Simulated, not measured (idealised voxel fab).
Presented below is a process module, voxel capacitor over wiring.
The figure presents cross-section cut, which has a width of 255 nm and is divided into square cells with an edge length of 5 nm.
A cross-section is written here as square cells arranged in a grid, and it is given in bands from the top down, each band taking up one or more rows of cells.
Within each band entry, the heights of the top and of the bottom of the band appear first, in that order and in nm; the materials of the band then follow from left to right, each with its corresponding width in nm. The designation "full width" on a single material indicates that it fills the band from edge to edge; the designation "blank" indicates empty space.
It should be noted that heights are counted from 0, beneath which the wafer as supplied is of one material throughout, and that the lowest band possesses no lower boundary but continues downward, as written in "top 0, no bottom".
With a width like "30 to 40", each row of cells in the band differs from the next by the same amount, the top row carrying the first number and the bottom row the second.
Take "nothing got changed" at face value: in the step it is given for, the cross-section changed in none of its cells.
So "Closed internal voids" is basically the list of trapped voids: any empty space of 8 cells or more that can't reach the top through an opening. They're written width x height at distance, the distance being from the left edge, and it's all nm.
Formally, on a step line, whatever follows the settings is a remark that the simulator itself makes on the step.
For masked steps, "overlay nm" on the step line gives how far right of plan the mask actually lay; a minus sign means it lay to the left.

List of planned process steps
1) RECEIVE, material Si
2) CONFORMAL_DEP, material SiO2, thk nm 15
3) CONFORMAL_DEP, material SiCN, thk nm 5
4) DIRECTIONAL_DEP, material lowk, thk nm 15
5) PATTERN, tone open, mask id METAL_1, material resist, width nm 25, pitch nm 90, thk nm 15, overlay nm 0
6) DIRECTIONAL_ETCH, etch materials lowk, depth nm 15
7) DIRECTIONAL_ETCH, etch materials SiCN, depth nm 5
8) STRIP, etch materials resist
9) CONFORMAL_DEP, material TiN, thk nm 5
10) FILL_DEP, material Cu, thk nm 5
11) CMP, height nm 35
12) EPI, material Ru, thk nm 5
13) FILL_DEP, material SiCN, thk nm 5
14) DIRECTIONAL_DEP, material lowk, thk nm 15
15) DIRECTIONAL_DEP, material aC, thk nm 10
16) PATTERN, tone open, mask id PLUG_1, material resist, width nm 15, thk nm 25, overlay nm 0
17) DIRECTIONAL_ETCH, etch materials aC, depth nm 10
18) STRIP, etch materials resist
19) DIRECTIONAL_ETCH, etch materials lowk, depth nm 15
20) DIRECTIONAL_ETCH, etch materials SiCN, depth nm 5
21) STRIP, etch materials aC
22) EPI, material Ru, thk nm 10
23) EPI, material Ru, thk nm 10
24) DIRECTIONAL_DEP, material TiN, thk nm 5
25) DIRECTIONAL_DEP, material SiN, thk nm 5
26) DIRECTIONAL_DEP, material TiN, thk nm 10
27) MASKED_ETCH, tone cover, mask id UPPER_PLATE, width nm 70, etch materials TiN, depth nm 10, overlay nm 0
28) MASKED_ETCH, tone cover, mask id UPPER_PLATE, width nm 70, etch materials SiN, depth nm 5, overlay nm 0
29) PATTERN, tone cover, mask id LOWER_PLATE, material resist, width nm 80, thk nm 15, overlay nm 0
30) DIRECTIONAL_ETCH, etch materials TiN, depth nm 5
31) STRIP, etch materials resist
32) FILL_DEP, material SiO2, thk nm 15
33) CMP, height nm 90
34) PATTERN, tone open, mask id PLUG_2, material resist, width nm 15, thk nm 15, overlay nm 0
35) DIRECTIONAL_ETCH, etch materials SiO2, depth nm 10
36) STRIP, etch materials resist
37) CONFORMAL_DEP, material TiN, thk nm 5
38) FILL_DEP, material W, thk nm 5
39) CMP, height nm 90
40) CONFORMAL_DEP, material SiN, thk nm 5

Cross-section: wafer on arrival = after step 1
	top 0, no bottom | Si full width
	Closed internal voids: none

Looking at the first of two wafers in cross-section at end of module - ran to plan
	top 95, bottom 90 | SiN full width
	top 90, bottom 85 | SiO2 90 nm / TiN 5 nm / W 5 nm / TiN 5 nm / SiO2 150 nm
	top 85, bottom 80 | SiO2 90 nm / TiN 15 nm / SiO2 150 nm
	top 80, bottom 70 | SiO2 80 nm / TiN 70 nm / SiO2 105 nm
	top 70, bottom 65 | SiO2 80 nm / SiN 70 nm / SiO2 105 nm
	top 65, bottom 60 | SiO2 75 nm / TiN 80 nm / SiO2 100 nm
	top 60, bottom 45 | lowk 80 nm / Ru 15 nm / lowk 160 nm
	top 45, bottom 40 | SiCN 80 nm / Ru 15 nm / SiCN 160 nm
	top 40, bottom 35 | SiCN 65 nm / Ru 35 nm / SiCN 55 nm / Ru 35 nm / SiCN 65 nm
	top 35, bottom 20 | lowk 70 nm / TiN 5 nm / Cu 15 nm / TiN 5 nm / lowk 65 nm / TiN 5 nm / Cu 15 nm / TiN 5 nm / lowk 70 nm
	top 20, bottom 15 | SiCN 70 nm / TiN 25 nm / SiCN 65 nm / TiN 25 nm / SiCN 70 nm
	top 15, bottom 0 | SiO2 full width
	top 0, no bottom | Si full width
	Closed internal voids: none

Wafer two, sectioned after the module: the first wafer's start, the first wafer's plan, and one mistake in how it was run
	top 95, bottom 90 | SiN full width
	top 90, bottom 85 | SiO2 90 nm / TiN 5 nm / W 5 nm / TiN 5 nm / SiO2 150 nm
	top 85, bottom 80 | SiO2 90 nm / TiN 15 nm / SiO2 150 nm
	top 80, bottom 70 | SiO2 95 nm / TiN 55 nm / SiO2 105 nm
	top 70, bottom 65 | SiO2 80 nm / TiN 15 nm / SiN 55 nm / SiO2 105 nm
	top 65, bottom 60 | SiO2 75 nm / TiN 80 nm / SiO2 100 nm
	top 60, bottom 55 | lowk 80 nm / SiN 15 nm / lowk 160 nm
	top 55, bottom 50 | lowk 80 nm / TiN 15 nm / lowk 160 nm
	top 50, bottom 45 | lowk 80 nm / Ru 15 nm / lowk 160 nm
	top 45, bottom 40 | SiCN 80 nm / Ru 15 nm / SiCN 160 nm
	top 40, bottom 35 | SiCN 65 nm / Ru 35 nm / SiCN 55 nm / Ru 35 nm / SiCN 65 nm
	top 35, bottom 20 | lowk 70 nm / TiN 5 nm / Cu 15 nm / TiN 5 nm / lowk 65 nm / TiN 5 nm / Cu 15 nm / TiN 5 nm / lowk 70 nm
	top 20, bottom 15 | SiCN 70 nm / TiN 25 nm / SiCN 65 nm / TiN 25 nm / SiCN 70 nm
	top 15, bottom 0 | SiO2 full width
	top 0, no bottom | Si full width
	Closed internal voids: none
It is concluded that the wafer was processed incorrectly with respect to the plan, in that one step among 22 and 23 (all identical) missing; cannot tell which
at the end the second wafer has, in cells: 6 fewer of Ru | 6 more of SiO2
